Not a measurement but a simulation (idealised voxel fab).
The document below concerns the process module designated voxel tone inversion.
The figure presents cross-section cut, which has a width of 190 nm and is divided into square cells with an edge length of 5 nm.
Just so we're on the same page, the cross-sections are grids of square cells, and they're listed out in bands top to bottom, each band one or more rows deep.
Band entry format. Leading values: height of top, height of bottom, nm. Remainder: materials in left-to-right order, each with its width in nm. Special words: "throughout" on a single material, which then fills the band edge to edge; "empty", empty space.
Heights are expressed relative to 0, this being the level below which the as-received wafer comprises one material exclusively. The lowest band is unbounded in the downward direction and is denoted as in "top 0, no bottom".
So if you see something like "30..40" for the width, read it as the top row of the band sitting at the first number and the bottom row at the second, with every row in between moving by the same amount as the last.
"nothing altered", as given for a step, is the statement that not any cell of the cross-section underwent a change during that step.
Voids not open to the top, 8 cells minimum: see "Voids lacking openings". Written width x height at distance; distance is from the left edge; nm.
What comes after the settings on a step's line is commentary from the simulator itself on that step.
What "overlay nm" on a step's line means: if the step has a mask, that mask lay this far to the right of its planned place, or, when the value is negative, to the left.

PROCESS STEPS - PLAN
1. RECEIVE [material Si]
2. CONFORMAL_DEP [material SiN] [thk nm 5]
3. DIRECTIONAL_DEP [material aC] [thk nm 20]
4. PATTERN [tone cover] [mask id POSTS] [material resist] [width nm 25] [pitch nm 50] [thk nm 30] [overlay nm 0]
5. DIRECTIONAL_ETCH [etch materials aC] [depth nm 20]
6. STRIP [etch materials resist]
7. FILL_DEP [material lowk] [thk nm 10]
8. CMP [height nm 25]
9. STRIP [etch materials aC]
10. CONFORMAL_DEP [material TiN] [thk nm 5]
11. FILL_DEP [material W] [thk nm 10]
12. CMP [height nm 25]
13. CONFORMAL_DEP [material SiCN] [thk nm 5]

WAFER, FIRST OF TWO, RUN AS PLANNED

STEP 1 COMPLETE: CROSS-SECTION OF THE WAFER AS RECEIVED
> top 0, no bottom | Si throughout
> Voids lacking openings: none

WAFER XSEC, POST STEP 2
> top 5, bottom 0 | SiN throughout
> Beneath the level 0, the cross-section is identical to its previous state.

WAFER XSEC, POST STEP 3
> top 25, bottom 5 | aC throughout
> Beneath the level 5, the cross-section is identical to its previous state.

WAFER XSEC, POST STEP 4
> top 55, bottom 25 | empty: 55  resist: 25  empty: 25  resist: 25  empty: 60
> Beneath the level 25, the cross-section is identical to its previous state.

WAFER XSEC, POST STEP 5
> top 35, bottom 25 | empty: 55  resist: 25  empty: 25  resist: 25  empty: 60
> top 25, bottom 5 | empty: 55  aC: 25  empty: 25  aC: 25  empty: 60
> Beneath the level 5, the cross-section is identical to its previous state.

WAFER XSEC, POST STEP 6
> top 25, bottom 5 | empty: 55  aC: 25  empty: 25  aC: 25  empty: 60
> Beneath the level 5, the cross-section is identical to its previous state.

WAFER XSEC, POST STEP 7
> top 35, bottom 25 | lowk throughout
> top 25, bottom 5 | lowk: 55  aC: 25  lowk: 25  aC: 25  lowk: 60
> Beneath the level 5, the cross-section is identical to its previous state.

WAFER XSEC, POST STEP 8
> top 25, bottom 5 | lowk: 55  aC: 25  lowk: 25  aC: 25  lowk: 60
> Beneath the level 5, the cross-section is identical to its previous state.

WAFER XSEC, POST STEP 9
> top 25, bottom 5 | lowk: 55  empty: 25  lowk: 25  empty: 25  lowk: 60
> Beneath the level 5, the cross-section is identical to its previous state.

WAFER XSEC, POST STEP 10
> top 30, bottom 25 | TiN: 60  empty: 15  TiN: 35  empty: 15  TiN: 65
> top 25, bottom 10 | lowk: 55  TiN: 5  empty: 15  TiN: 5  lowk: 25  TiN: 5  empty: 15  TiN: 5  lowk: 60
> top 10, bottom 5 | lowk: 55  TiN: 25  lowk: 25  TiN: 25  lowk: 60
> Beneath the level 5, the cross-section is identical to its previous state.

WAFER XSEC, POST STEP 11
> top 40, bottom 30 | W throughout
> top 30, bottom 25 | TiN: 60  W: 15  TiN: 35  W: 15  TiN: 65
> top 25, bottom 10 | lowk: 55  TiN: 5  W: 15  TiN: 5  lowk: 25  TiN: 5  W: 15  TiN: 5  lowk: 60
> Beneath the level 10, the cross-section is identical to its previous state.

WAFER XSEC, POST STEP 12
> top 25, bottom 10 | lowk: 55  TiN: 5  W: 15  TiN: 5  lowk: 25  TiN: 5  W: 15  TiN: 5  lowk: 60
> Beneath the level 10, the cross-section is identical to its previous state.

WAFER XSEC, POST STEP 13
> top 30, bottom 25 | SiCN throughout
> Beneath the level 25, the cross-section is identical to its previous state.

SECOND WAFER: LIKE START, LIKE PLAN, ONE MISTAKE. THROUGH STEP 5 IT MATCHES THE FIRST WAFER

CROSS-SECTIONAL REPRESENTATION OF THE SECOND WAFER AT THE TIME DESIGNATED IN THE PLAN FOR THE COMPLETION OF STEP 6
> top 25, bottom 5 | empty: 55  aC: 25  empty: 25  aC: 25  empty: 60
> Beneath the level 5, the cross-section is identical to its previous state.

CROSS-SECTIONAL REPRESENTATION OF THE SECOND WAFER AT THE TIME DESIGNATED IN THE PLAN FOR THE COMPLETION OF STEP 7
> top 35, bottom 25 | lowk throughout
> top 25, bottom 5 | lowk: 55  aC: 25  lowk: 25  aC: 25  lowk: 60
> Beneath the level 5, the cross-section is identical to its previous state.

CROSS-SECTIONAL REPRESENTATION OF THE SECOND WAFER AT THE TIME DESIGNATED IN THE PLAN FOR THE COMPLETION OF STEP 8
> top 25, bottom 5 | lowk: 55  aC: 25  lowk: 25  aC: 25  lowk: 60
> Beneath the level 5, the cross-section is identical to its previous state.

CROSS-SECTIONAL REPRESENTATION OF THE SECOND WAFER AT THE TIME DESIGNATED IN THE PLAN FOR THE COMPLETION OF STEP 9
> top 25, bottom 5 | lowk: 55  empty: 25  lowk: 25  empty: 25  lowk: 60
> Beneath the level 5, the cross-section is identical to its previous state.

CROSS-SECTIONAL REPRESENTATION OF THE SECOND WAFER AT THE TIME DESIGNATED IN THE PLAN FOR THE COMPLETION OF STEP 10
> top 30, bottom 25 | TiN: 60  empty: 15  TiN: 35  empty: 15  TiN: 65
> top 25, bottom 10 | lowk: 55  TiN: 5  empty: 15  TiN: 5  lowk: 25  TiN: 5  empty: 15  TiN: 5  lowk: 60
> top 10, bottom 5 | lowk: 55  TiN: 25  lowk: 25  TiN: 25  lowk: 60
> Beneath the level 5, the cross-section is identical to its previous state.

CROSS-SECTIONAL REPRESENTATION OF THE SECOND WAFER AT THE TIME DESIGNATED IN THE PLAN FOR THE COMPLETION OF STEP 11
> top 40, bottom 30 | W throughout
> top 30, bottom 25 | TiN: 60  W: 15  TiN: 35  W: 15  TiN: 65
> top 25, bottom 10 | lowk: 55  TiN: 5  W: 15  TiN: 5  lowk: 25  TiN: 5  W: 15  TiN: 5  lowk: 60
> Beneath the level 10, the cross-section is identical to its previous state.

CROSS-SECTIONAL REPRESENTATION OF THE SECOND WAFER AT THE TIME DESIGNATED IN THE PLAN FOR THE COMPLETION OF STEP 12
> top 25, bottom 10 | lowk: 55  TiN: 5  W: 15  TiN: 5  lowk: 25  TiN: 5  W: 15  TiN: 5  lowk: 60
> Beneath the level 10, the cross-section is identical to its previous state.

CROSS-SECTIONAL REPRESENTATION OF THE SECOND WAFER AT THE TIME DESIGNATED IN THE PLAN FOR THE COMPLETION OF STEP 13
> top 30, bottom 25 | SiCN throughout
> Beneath the level 25, the cross-section is identical to its previous state.
Where did the run depart from the plan? execution of plan step 6 occurred twice
Honestly, by the end the two wafers have the same cross-section, so the mistake just doesn't show up in what this model computes.
